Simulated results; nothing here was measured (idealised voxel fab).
Module name: voxel gate over fins (process module)
Section cut is 225 nm wide and gridded with 5 nm square cells.
Throughout this document, each cross-section is represented as a grid of square cells and is presented as a sequence of bands enumerated from the top downward, where a band comprises one or more rows of cells. Read a band's entry like this: the first values are the height of its top and the height of its bottom in nm, and what follows is the sequence of materials from left to right, each with its width in nm. Note that "air" is empty space, and that a single material marked "throughout" reaches across the band from edge to edge. Measure heights from 0. That's the level where, below it, the as-received wafer is all one material. The lowest band is bottomless and extends downward; write it as in "0 down". The two numbers in a width such as "30->40" mark its ends across the band: the first belongs to the top row of cells, the second to the bottom row, and from each row to the next the width moves by the same amount. You'll sometimes find "remains unaltered" written for a step, and that's the way of saying that nowhere in the cross-section did a cell change during that step. In "Non-vented voids" the enclosed voids are listed, meaning empty spaces of 8 cells or larger without any opening to the top. The form is width x height at distance, distance from the left edge, units nm. Where a step's line continues beyond its settings, the continuation is a remark by the simulator itself on that step. "overlay nm" answers the question of how far to the right of plan the mask lay on a step that has a mask, and when it is negative the answer is to the left.
## This section lists the process steps that were planned
- 1: RECEIVE,material Si
- 2: CONFORMAL_DEP,material SiN,thk nm 5
- 3: PATTERN,tone cover,mask id FINS,material resist,width nm 15,pitch nm 40,thk nm 15,overlay nm 0
- 4: DIRECTIONAL_ETCH,etch materials SiN,depth nm 5
- 5: DIRECTIONAL_ETCH,etch materials Si,depth nm 40
- 6: STRIP,etch materials resist
- 7: OXIDIZE,depth nm 5
- 8: FILL_DEP,material SiO2,thk nm 10
- 9: CMP,height nm 5
- 10: SELECTIVE_ETCH,etch materials SiO2,depth nm 15
- 11: STRIP,etch materials SiN
- 12: CONFORMAL_DEP,material HfO2,thk nm 5
- 13: CONFORMAL_DEP,material TiN,thk nm 5
- 14: FILL_DEP,material W,thk nm 15
- 15: CMP,height nm 20
- 16: CONFORMAL_DEP,material SiCN,thk nm 5
## Step 1 complete: cross-section of the wafer as received
	0 down = Si throughout
	Non-vented voids: none
## Module complete - cross-section of the first of two wafers, run according to plan
	25 to 20 = SiCN throughout
	20 to 10 = W throughout
	10 to 5 = W: 40, then TiN: 25, then W: 15, then TiN: 25, then W: 15, then TiN: 25, then W: 15, then TiN: 25, then W: 40
	5 to 0 = W: 40, then TiN: 5, then HfO2: 15, then TiN: 5, then W: 15, then TiN: 5, then HfO2: 15, then TiN: 5, then W: 15, then TiN: 5, then HfO2: 15, then TiN: 5, then W: 15, then TiN: 5, then HfO2: 15, then TiN: 5, then W: 40
	0 to -5 = TiN: 45, then HfO2: 5, then Si: 5, then HfO2: 5, then TiN: 25, then HfO2: 5, then Si: 5, then HfO2: 5, then TiN: 25, then HfO2: 5, then Si: 5, then HfO2: 5, then TiN: 25, then HfO2: 5, then Si: 5, then HfO2: 5, then TiN: 45
	-5 to -10 = HfO2: 50, then Si: 5, then HfO2: 35, then Si: 5, then HfO2: 35, then Si: 5, then HfO2: 35, then Si: 5, then HfO2: 50
	-10 to -45 = SiO2: 50, then Si: 5, then SiO2: 35, then Si: 5, then SiO2: 35, then Si: 5, then SiO2: 35, then Si: 5, then SiO2: 50
	-45 down = Si throughout
	Non-vented voids: none
## Here's the second of our two wafers sectioned at module end. Same start as the first, same plan, but one mistake got made running it
	25 to 20 = SiCN throughout
	20 to 5 = W throughout
	5 to 0 = W: 45, then TiN: 15, then W: 25, then TiN: 15, then W: 25, then TiN: 15, then W: 25, then TiN: 15, then W: 45
	0 to -5 = W: 45, then TiN: 5, then Si: 5, then TiN: 5, then W: 25, then TiN: 5, then Si: 5, then TiN: 5, then W: 25, then TiN: 5, then Si: 5, then TiN: 5, then W: 25, then TiN: 5, then Si: 5, then TiN: 5, then W: 45
	-5 to -10 = TiN: 50, then Si: 5, then TiN: 35, then Si: 5, then TiN: 35, then Si: 5, then TiN: 35, then Si: 5, then TiN: 50
	-10 to -45 = SiO2: 50, then Si: 5, then SiO2: 35, then Si: 5, then SiO2: 35, then Si: 5, then SiO2: 35, then Si: 5, then SiO2: 50
	-45 down = Si throughout
	Non-vented voids: none
what went wrong: the run left out plan step 12 entirely, so it was never executed
End check, counted in cells, second wafer has more or fewer of these materials than the first: 61 fewer of HfO2, 61 more of W
